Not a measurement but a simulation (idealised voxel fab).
You're looking at the process module voxel tone inversion.
Each square cell in cross-section cut measures 5 nm, and the section as a whole is 270 nm wide.
This document writes a cross-section as a grid whose cells are square, and gives it as bands, listed from the top down; one or more rows of cells form a band.
A band entry consists of two parts. The first gives the height of the band's top and the height of its bottom, in nm. The rest lists the band's materials from left to right, each with its width in nm. A single material labelled with the word "all across" fills the band from edge to edge, and the word "blank" marks empty space.
It should be noted that heights are counted from 0, beneath which the wafer as supplied is of one material throughout, and that the lowest band possesses no lower boundary but continues downward, as written in "0..down".
Width spec "30 to 40" -> top row of cells at first value, bottom row at second value, equal per-row change in between.
Where the words "nothing changed" appear for a step, the cross-section shows no cell changed by that step; every cell remained as before.
"Closed-off voids" lists enclosed empty spaces (at least 8 cells, no open path upward to the top), each as width x height at distance from the left edge, in nm.
The remark found on a step's line after its settings is issued by the simulator itself and pertains to that step.
"overlay nm" answers the question of how far to the right of plan the mask lay on a step that has a mask, and when it is negative the answer is to the left.
PROCESS STEPS FORESEEN IN THE PLAN
- 1: RECEIVE | material Si
- 2: CONFORMAL_DEP | material SiN | thk nm 10
- 3: DIRECTIONAL_DEP | material polySi | thk nm 15
- 4: PATTERN | tone cover | mask id POSTS | material resist | width nm 15 | pitch nm 40 | thk nm 25 | overlay nm 0
- 5: DIRECTIONAL_ETCH | etch materials polySi | depth nm 15
- 6: STRIP | etch materials resist
- 7: FILL_DEP | material lowk | thk nm 5
- 8: CMP | height nm 25
- 9: STRIP | etch materials polySi
- 10: CONFORMAL_DEP | material TiN | thk nm 5
- 11: FILL_DEP | material Ru | thk nm 10
- 12: CMP | height nm 25
- 13: CONFORMAL_DEP | material SiCN | thk nm 5
Every wafer here starts from the same state; it is the step 4 width nm that distinguishes them, and the value the plan gives belongs to the first wafer.
AS RECEIVED, I.E. AFTER STEP 1: CROSS-SECTION THROUGH THE FIRST OF SEVERAL WAFERS
0..down: Si all across
Closed-off voids: none
PER-WAFER ROWS BELOW. FOR EACH MATERIAL: CELLS GAINED (+) OR LOST (-) SINCE THE WAFER WAS RECEIVED, AS OF END OF MODULE. THEN: CLOSED VOIDS
width nm 15; +6 Ru; +54 SiCN; +108 SiN; +21 TiN; +135 lowk; Closed-off voids: none
width nm 20; +12 Ru; +54 SiCN; +108 SiN; +24 TiN; +126 lowk; Closed-off voids: none
width nm 25; +18 Ru; +54 SiCN; +108 SiN; +27 TiN; +117 lowk; Closed-off voids: none
